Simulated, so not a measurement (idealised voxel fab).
process module | voxel wiring stack
cross-section cut | 255 nm wide | cells 5 nm
A cross-section is a grid of square cells, given in bands from the top down. A band is one or more rows of cells.
Each band's line starts with the height of the band's top and of its bottom, in nm. Then come its materials from left to right, each with its width in nm. One material with "throughout" fills the band from edge to edge. "air" is empty space.
Height 0 is the level under which the wafer as received is all one material. The lowest band goes on downwards, as in "0 down".
A width such as "30 to 40" changes by the same amount from each row of cells to the next, from the band's top row to its bottom row.
"no change" after a step means that no cell of the cross-section changed.
closed voids: empty space of 8 cells or more with no open way to the top, each as width x height at its distance from the left edge, in nm
after a step's settings: what the simulator itself notes on the step
overlay nm, on a step with a mask: how far to the right of its planned place the mask lay; to the left if negative
plan
1 op RECEIVE | material Si
2 op CONFORMAL_DEP | material SiO2 | thk nm 15
3 op CONFORMAL_DEP | material SiN | thk nm 5
4 op DIRECTIONAL_DEP | material SiO2 | thk nm 15
5 op DIRECTIONAL_DEP | material aC | thk nm 15
6 op PATTERN | tone open | mask id METAL_1 | material resist | width nm 20 | pitch nm 35 | thk nm 35 | overlay nm 0
7 op DIRECTIONAL_ETCH | etch materials aC | depth nm 15
8 op STRIP | etch materials resist
9 op DIRECTIONAL_ETCH | etch materials SiO2 | depth nm 15
10 op DIRECTIONAL_ETCH | etch materials SiN | depth nm 5
11 op STRIP | etch materials aC
12 op CONFORMAL_DEP | material TiN | thk nm 5
13 op FILL_DEP | material W | thk nm 10
14 op CMP | height nm 35
15 op CONFORMAL_DEP | material SiCN | thk nm 5
16 op DIRECTIONAL_DEP | material SiO2 | thk nm 15
17 op PATTERN | tone open | mask id PLUG_1 | material resist | width nm 15 | pitch nm 70 | thk nm 20 | overlay nm 0
18 op DIRECTIONAL_ETCH | etch materials SiO2 | depth nm 15
19 op DIRECTIONAL_ETCH | etch materials SiCN | depth nm 5
20 op STRIP | etch materials resist
21 op CONFORMAL_DEP | material TiN | thk nm 5
22 op FILL_DEP | material Ru | thk nm 10
23 op CMP | height nm 55
24 op DIRECTIONAL_DEP | material TiN | thk nm 5
25 op DIRECTIONAL_DEP | material Ru | thk nm 15
26 op MASKED_ETCH | tone cover | mask id METAL_2 | width nm 20 | pitch nm 35 | etch materials Ru | depth nm 15 | overlay nm 0
27 op MASKED_ETCH | tone cover | mask id METAL_2 | width nm 20 | pitch nm 35 | etch materials TiN | depth nm 5 | overlay nm 0
28 op FILL_DEP | material SiO2 | thk nm 5
29 op CMP | height nm 75
30 op CONFORMAL_DEP | material SiCN | thk nm 5
31 op DIRECTIONAL_DEP | material SiO2 | thk nm 30
32 op DIRECTIONAL_DEP | material aC | thk nm 10
33 op PATTERN | tone open | mask id METAL_3 | material resist | width nm 20 | pitch nm 35 | thk nm 30 | overlay nm 0
34 op DIRECTIONAL_ETCH | etch materials aC | depth nm 10
35 op STRIP | etch materials resist
36 op DIRECTIONAL_ETCH | etch materials SiO2 | depth nm 20
37 op STRIP | etch materials aC
38 op PATTERN | tone open | mask id METAL_3_HOLES | material resist | width nm 15 | pitch nm 70 | thk nm 20 | overlay nm 0
39 op DIRECTIONAL_ETCH | etch materials SiO2 | depth nm 10
40 op DIRECTIONAL_ETCH | etch materials SiCN | depth nm 5
41 op STRIP | etch materials resist
42 op CONFORMAL_DEP | material TiN | thk nm 5
43 op FILL_DEP | material Cu | thk nm 5
44 op CMP | height nm 110
45 op CONFORMAL_DEP | material SiN | thk nm 5
first wafer, as planned
as received, after step 1
  0 down: Si throughout
  closed voids: none
after step 2
  15 to 0: SiO2 throughout
  below 0: unchanged
after step 3
  20 to 15: SiN throughout
  below 15: unchanged
after step 4
  35 to 20: SiO2 throughout
  below 20: unchanged
after step 5
  50 to 35: aC throughout
  below 35: unchanged
after step 6
  85 to 50: resist 65 | air 20 | resist 15 | air 20 | resist 15 | air 20 | resist 15 | air 20 | resist 65
  below 50: unchanged
after step 7
  70 to 50: resist 65 | air 20 | resist 15 | air 20 | resist 15 | air 20 | resist 15 | air 20 | resist 65
  50 to 35: aC 65 | air 20 | aC 15 | air 20 | aC 15 | air 20 | aC 15 | air 20 | aC 65
  below 35: unchanged
after step 8
  50 to 35: aC 65 | air 20 | aC 15 | air 20 | aC 15 | air 20 | aC 15 | air 20 | aC 65
  below 35: unchanged
after step 9
  50 to 35: aC 65 | air 20 | aC 15 | air 20 | aC 15 | air 20 | aC 15 | air 20 | aC 65
  35 to 20: SiO2 65 | air 20 | SiO2 15 | air 20 | SiO2 15 | air 20 | SiO2 15 | air 20 | SiO2 65
  below 20: unchanged
after step 10
  50 to 35: aC 65 | air 20 | aC 15 | air 20 | aC 15 | air 20 | aC 15 | air 20 | aC 65
  35 to 20: SiO2 65 | air 20 | SiO2 15 | air 20 | SiO2 15 | air 20 | SiO2 15 | air 20 | SiO2 65
  20 to 15: SiN 65 | air 20 | SiN 15 | air 20 | SiN 15 | air 20 | SiN 15 | air 20 | SiN 65
  below 15: unchanged
after step 11
  35 to 20: SiO2 65 | air 20 | SiO2 15 | air 20 | SiO2 15 | air 20 | SiO2 15 | air 20 | SiO2 65
  below 20: unchanged
after step 12
  40 to 35: TiN 70 | air 10 | TiN 25 | air 10 | TiN 25 | air 10 | TiN 25 | air 10 | TiN 70
  35 to 20: SiO2 65 | TiN 5 | air 10 | TiN 5 | SiO2 15 | TiN 5 | air 10 | TiN 5 | SiO2 15 | TiN 5 | air 10 | TiN 5 | SiO2 15 | TiN 5 | air 10 | TiN 5 | SiO2 65
  20 to 15: SiN 65 | TiN 20 | SiN 15 | TiN 20 | SiN 15 | TiN 20 | SiN 15 | TiN 20 | SiN 65
  below 15: unchanged
after step 13
  50 to 40: W throughout
  40 to 35: TiN 70 | W 10 | TiN 25 | W 10 | TiN 25 | W 10 | TiN 25 | W 10 | TiN 70
  35 to 20: SiO2 65 | TiN 5 | W 10 | TiN 5 | SiO2 15 | TiN 5 | W 10 | TiN 5 | SiO2 15 | TiN 5 | W 10 | TiN 5 | SiO2 15 | TiN 5 | W 10 | TiN 5 | SiO2 65
  below 20: unchanged
after step 14
  35 to 20: SiO2 65 | TiN 5 | W 10 | TiN 5 | SiO2 15 | TiN 5 | W 10 | TiN 5 | SiO2 15 | TiN 5 | W 10 | TiN 5 | SiO2 15 | TiN 5 | W 10 | TiN 5 | SiO2 65
  below 20: unchanged
after step 15
  40 to 35: SiCN throughout
  below 35: unchanged
after step 16
  55 to 40: SiO2 throughout
  below 40: unchanged
after step 17
  75 to 55: resist 65 | air 15 | resist 55 | air 15 | resist 105
  below 55: unchanged
after step 18
  75 to 55: resist 65 | air 15 | resist 55 | air 15 | resist 105
  55 to 40: SiO2 65 | air 15 | SiO2 55 | air 15 | SiO2 105
  below 40: unchanged
after step 19
  75 to 55: resist 65 | air 15 | resist 55 | air 15 | resist 105
  55 to 40: SiO2 65 | air 15 | SiO2 55 | air 15 | SiO2 105
  40 to 35: SiCN 65 | air 15 | SiCN 55 | air 15 | SiCN 105
  below 35: unchanged
after step 20
  55 to 40: SiO2 65 | air 15 | SiO2 55 | air 15 | SiO2 105
  below 40: unchanged
after step 21
  60 to 55: TiN 70 | air 5 | TiN 65 | air 5 | TiN 110
  55 to 40: SiO2 65 | TiN 5 | air 5 | TiN 5 | SiO2 55 | TiN 5 | air 5 | TiN 5 | SiO2 105
  40 to 35: SiCN 65 | TiN 15 | SiCN 55 | TiN 15 | SiCN 105
  below 35: unchanged
after step 22
  70 to 60: Ru throughout
  60 to 55: TiN 70 | Ru 5 | TiN 65 | Ru 5 | TiN 110
  55 to 40: SiO2 65 | TiN 5 | Ru 5 | TiN 5 | SiO2 55 | TiN 5 | Ru 5 | TiN 5 | SiO2 105
  below 40: unchanged
after step 23
  55 to 40: SiO2 65 | TiN 5 | Ru 5 | TiN 5 | SiO2 55 | TiN 5 | Ru 5 | TiN 5 | SiO2 105
  below 40: unchanged
after step 24
  60 to 55: TiN throughout
  below 55: unchanged
after step 25
  75 to 60: Ru throughout
  below 60: unchanged
after step 26
  75 to 60: air 65 | Ru 20 | air 15 | Ru 20 | air 15 | Ru 20 | air 15 | Ru 20 | air 65
  below 60: unchanged
after step 27
  75 to 60: air 65 | Ru 20 | air 15 | Ru 20 | air 15 | Ru 20 | air 15 | Ru 20 | air 65
  60 to 55: air 65 | TiN 20 | air 15 | TiN 20 | air 15 | TiN 20 | air 15 | TiN 20 | air 65
  below 55: unchanged
after step 28
  80 to 75: SiO2 throughout
  75 to 60: SiO2 65 | Ru 20 | SiO2 15 | Ru 20 | SiO2 15 | Ru 20 | SiO2 15 | Ru 20 | SiO2 65
  60 to 55: SiO2 65 | TiN 20 | SiO2 15 | TiN 20 | SiO2 15 | TiN 20 | SiO2 15 | TiN 20 | SiO2 65
  below 55: unchanged
after step 29
  75 to 60: SiO2 65 | Ru 20 | SiO2 15 | Ru 20 | SiO2 15 | Ru 20 | SiO2 15 | Ru 20 | SiO2 65
  below 60: unchanged
after step 30
  80 to 75: SiCN throughout
  below 75: unchanged
after step 31
  110 to 80: SiO2 throughout
  below 80: unchanged
after step 32
  120 to 110: aC throughout
  below 110: unchanged
after step 33
  150 to 120: resist 65 | air 20 | resist 15 | air 20 | resist 15 | air 20 | resist 15 | air 20 | resist 65
  below 120: unchanged
after step 34
  140 to 120: resist 65 | air 20 | resist 15 | air 20 | resist 15 | air 20 | resist 15 | air 20 | resist 65
  120 to 110: aC 65 | air 20 | aC 15 | air 20 | aC 15 | air 20 | aC 15 | air 20 | aC 65
  below 110: unchanged
after step 35
  120 to 110: aC 65 | air 20 | aC 15 | air 20 | aC 15 | air 20 | aC 15 | air 20 | aC 65
  below 110: unchanged
after step 36
  120 to 110: aC 65 | air 20 | aC 15 | air 20 | aC 15 | air 20 | aC 15 | air 20 | aC 65
  110 to 90: SiO2 65 | air 20 | SiO2 15 | air 20 | SiO2 15 | air 20 | SiO2 15 | air 20 | SiO2 65
  below 90: unchanged
after step 37
  110 to 90: SiO2 65 | air 20 | SiO2 15 | air 20 | SiO2 15 | air 20 | SiO2 15 | air 20 | SiO2 65
  below 90: unchanged
after step 38
  130 to 110: resist 65 | air 15 | resist 55 | air 15 | resist 105
  110 to 90: SiO2 65 | air 15 | resist 5 | SiO2 15 | resist 20 | SiO2 15 | air 15 | resist 5 | SiO2 15 | resist 20 | SiO2 65
  below 90: unchanged
after step 39
  130 to 110: resist 65 | air 15 | resist 55 | air 15 | resist 105
  110 to 90: SiO2 65 | air 15 | resist 5 | SiO2 15 | resist 20 | SiO2 15 | air 15 | resist 5 | SiO2 15 | resist 20 | SiO2 65
  90 to 80: SiO2 65 | air 15 | SiO2 55 | air 15 | SiO2 105
  below 80: unchanged
after step 40
  130 to 110: resist 65 | air 15 | resist 55 | air 15 | resist 105
  110 to 90: SiO2 65 | air 15 | resist 5 | SiO2 15 | resist 20 | SiO2 15 | air 15 | resist 5 | SiO2 15 | resist 20 | SiO2 65
  90 to 80: SiO2 65 | air 15 | SiO2 55 | air 15 | SiO2 105
  80 to 75: SiCN 65 | air 15 | SiCN 55 | air 15 | SiCN 105
  below 75: unchanged
after step 41
  110 to 90: SiO2 65 | air 20 | SiO2 15 | air 20 | SiO2 15 | air 20 | SiO2 15 | air 20 | SiO2 65
  below 90: unchanged
after step 42
  115 to 110: TiN 70 | air 10 | TiN 25 | air 10 | TiN 25 | air 10 | TiN 25 | air 10 | TiN 70
  110 to 95: SiO2 65 | TiN 5 | air 10 | TiN 5 | SiO2 15 | TiN 5 | air 10 | TiN 5 | SiO2 15 | TiN 5 | air 10 | TiN 5 | SiO2 15 | TiN 5 | air 10 | TiN 5 | SiO2 65
  95 to 90: SiO2 65 | TiN 5 | air 5 | TiN 10 | SiO2 15 | TiN 20 | SiO2 15 | TiN 5 | air 5 | TiN 10 | SiO2 15 | TiN 20 | SiO2 65
  90 to 80: SiO2 65 | TiN 5 | air 5 | TiN 5 | SiO2 55 | TiN 5 | air 5 | TiN 5 | SiO2 105
  80 to 75: SiCN 65 | TiN 15 | SiCN 55 | TiN 15 | SiCN 105
  below 75: unchanged
after step 43
  120 to 115: Cu throughout
  115 to 110: TiN 70 | Cu 10 | TiN 25 | Cu 10 | TiN 25 | Cu 10 | TiN 25 | Cu 10 | TiN 70
  110 to 95: SiO2 65 | TiN 5 | Cu 10 | TiN 5 | SiO2 15 | TiN 5 | Cu 10 | TiN 5 | SiO2 15 | TiN 5 | Cu 10 | TiN 5 | SiO2 15 | TiN 5 | Cu 10 | TiN 5 | SiO2 65
  95 to 90: SiO2 65 | TiN 5 | Cu 5 | TiN 10 | SiO2 15 | TiN 20 | SiO2 15 | TiN 5 | Cu 5 | TiN 10 | SiO2 15 | TiN 20 | SiO2 65
  90 to 80: SiO2 65 | TiN 5 | Cu 5 | TiN 5 | SiO2 55 | TiN 5 | Cu 5 | TiN 5 | SiO2 105
  below 80: unchanged
after step 44
  110 to 95: SiO2 65 | TiN 5 | Cu 10 | TiN 5 | SiO2 15 | TiN 5 | Cu 10 | TiN 5 | SiO2 15 | TiN 5 | Cu 10 | TiN 5 | SiO2 15 | TiN 5 | Cu 10 | TiN 5 | SiO2 65
  below 95: unchanged
after step 45
  115 to 110: SiN throughout
  below 110: unchanged
second wafer: like start, like plan, one mistake. Through step 25 it matches the first wafer
when step 26 should have ended
  75 to 60: air 75 | Ru 20 | air 15 | Ru 20 | air 15 | Ru 20 | air 15 | Ru 20 | air 55
  below 60: unchanged
when step 27 should have ended
  75 to 60: air 75 | Ru 20 | air 15 | Ru 20 | air 15 | Ru 20 | air 15 | Ru 20 | air 55
  60 to 55: air 65 | TiN 30 | air 5 | TiN 30 | air 5 | TiN 30 | air 5 | TiN 30 | air 55
  below 55: unchanged
when step 28 should have ended
  80 to 75: SiO2 throughout
  75 to 60: SiO2 75 | Ru 20 | SiO2 15 | Ru 20 | SiO2 15 | Ru 20 | SiO2 15 | Ru 20 | SiO2 55
  60 to 55: SiO2 65 | TiN 30 | SiO2 5 | TiN 30 | SiO2 5 | TiN 30 | SiO2 5 | TiN 30 | SiO2 55
  below 55: unchanged
when step 29 should have ended
  75 to 60: SiO2 75 | Ru 20 | SiO2 15 | Ru 20 | SiO2 15 | Ru 20 | SiO2 15 | Ru 20 | SiO2 55
  below 60: unchanged
when step 30 should have ended
  80 to 75: SiCN throughout
  below 75: unchanged
when step 31 should have ended
  110 to 80: SiO2 throughout
  below 80: unchanged
when step 32 should have ended
  120 to 110: aC throughout
  below 110: unchanged
when step 33 should have ended
  150 to 120: resist 65 | air 20 | resist 15 | air 20 | resist 15 | air 20 | resist 15 | air 20 | resist 65
  below 120: unchanged
when step 34 should have ended
  140 to 120: resist 65 | air 20 | resist 15 | air 20 | resist 15 | air 20 | resist 15 | air 20 | resist 65
  120 to 110: aC 65 | air 20 | aC 15 | air 20 | aC 15 | air 20 | aC 15 | air 20 | aC 65
  below 110: unchanged
when step 35 should have ended
  120 to 110: aC 65 | air 20 | aC 15 | air 20 | aC 15 | air 20 | aC 15 | air 20 | aC 65
  below 110: unchanged
when step 36 should have ended
  120 to 110: aC 65 | air 20 | aC 15 | air 20 | aC 15 | air 20 | aC 15 | air 20 | aC 65
  110 to 90: SiO2 65 | air 20 | SiO2 15 | air 20 | SiO2 15 | air 20 | SiO2 15 | air 20 | SiO2 65
  below 90: unchanged
when step 37 should have ended
  110 to 90: SiO2 65 | air 20 | SiO2 15 | air 20 | SiO2 15 | air 20 | SiO2 15 | air 20 | SiO2 65
  below 90: unchanged
when step 38 should have ended
  130 to 110: resist 65 | air 15 | resist 55 | air 15 | resist 105
  110 to 90: SiO2 65 | air 15 | resist 5 | SiO2 15 | resist 20 | SiO2 15 | air 15 | resist 5 | SiO2 15 | resist 20 | SiO2 65
  below 90: unchanged
when step 39 should have ended
  130 to 110: resist 65 | air 15 | resist 55 | air 15 | resist 105
  110 to 90: SiO2 65 | air 15 | resist 5 | SiO2 15 | resist 20 | SiO2 15 | air 15 | resist 5 | SiO2 15 | resist 20 | SiO2 65
  90 to 80: SiO2 65 | air 15 | SiO2 55 | air 15 | SiO2 105
  below 80: unchanged
when step 40 should have ended
  130 to 110: resist 65 | air 15 | resist 55 | air 15 | resist 105
  110 to 90: SiO2 65 | air 15 | resist 5 | SiO2 15 | resist 20 | SiO2 15 | air 15 | resist 5 | SiO2 15 | resist 20 | SiO2 65
  90 to 80: SiO2 65 | air 15 | SiO2 55 | air 15 | SiO2 105
  80 to 75: SiCN 65 | air 15 | SiCN 55 | air 15 | SiCN 105
  below 75: unchanged
when step 41 should have ended
  110 to 90: SiO2 65 | air 20 | SiO2 15 | air 20 | SiO2 15 | air 20 | SiO2 15 | air 20 | SiO2 65
  below 90: unchanged
when step 42 should have ended
  115 to 110: TiN 70 | air 10 | TiN 25 | air 10 | TiN 25 | air 10 | TiN 25 | air 10 | TiN 70
  110 to 95: SiO2 65 | TiN 5 | air 10 | TiN 5 | SiO2 15 | TiN 5 | air 10 | TiN 5 | SiO2 15 | TiN 5 | air 10 | TiN 5 | SiO2 15 | TiN 5 | air 10 | TiN 5 | SiO2 65
  95 to 90: SiO2 65 | TiN 5 | air 5 | TiN 10 | SiO2 15 | TiN 20 | SiO2 15 | TiN 5 | air 5 | TiN 10 | SiO2 15 | TiN 20 | SiO2 65
  90 to 80: SiO2 65 | TiN 5 | air 5 | TiN 5 | SiO2 55 | TiN 5 | air 5 | TiN 5 | SiO2 105
  80 to 75: SiCN 65 | TiN 15 | SiCN 55 | TiN 15 | SiCN 105
  below 75: unchanged
when step 43 should have ended
  120 to 115: Cu throughout
  115 to 110: TiN 70 | Cu 10 | TiN 25 | Cu 10 | TiN 25 | Cu 10 | TiN 25 | Cu 10 | TiN 70
  110 to 95: SiO2 65 | TiN 5 | Cu 10 | TiN 5 | SiO2 15 | TiN 5 | Cu 10 | TiN 5 | SiO2 15 | TiN 5 | Cu 10 | TiN 5 | SiO2 15 | TiN 5 | Cu 10 | TiN 5 | SiO2 65
  95 to 90: SiO2 65 | TiN 5 | Cu 5 | TiN 10 | SiO2 15 | TiN 20 | SiO2 15 | TiN 5 | Cu 5 | TiN 10 | SiO2 15 | TiN 20 | SiO2 65
  90 to 80: SiO2 65 | TiN 5 | Cu 5 | TiN 5 | SiO2 55 | TiN 5 | Cu 5 | TiN 5 | SiO2 105
  below 80: unchanged
when step 44 should have ended
  110 to 95: SiO2 65 | TiN 5 | Cu 10 | TiN 5 | SiO2 15 | TiN 5 | Cu 10 | TiN 5 | SiO2 15 | TiN 5 | Cu 10 | TiN 5 | SiO2 15 | TiN 5 | Cu 10 | TiN 5 | SiO2 65
  below 95: unchanged
when step 45 should have ended
  115 to 110: SiN throughout
  below 110: unchanged
what went wrong: step 26 ran as: op MASKED_ETCH | tone cover | mask id METAL_2 | width nm 20 | pitch nm 35 | etch materials Ru | depth nm 15 | overlay nm 10
at the end the second wafer has, in cells: 8 fewer of SiO2 | 8 more of TiN
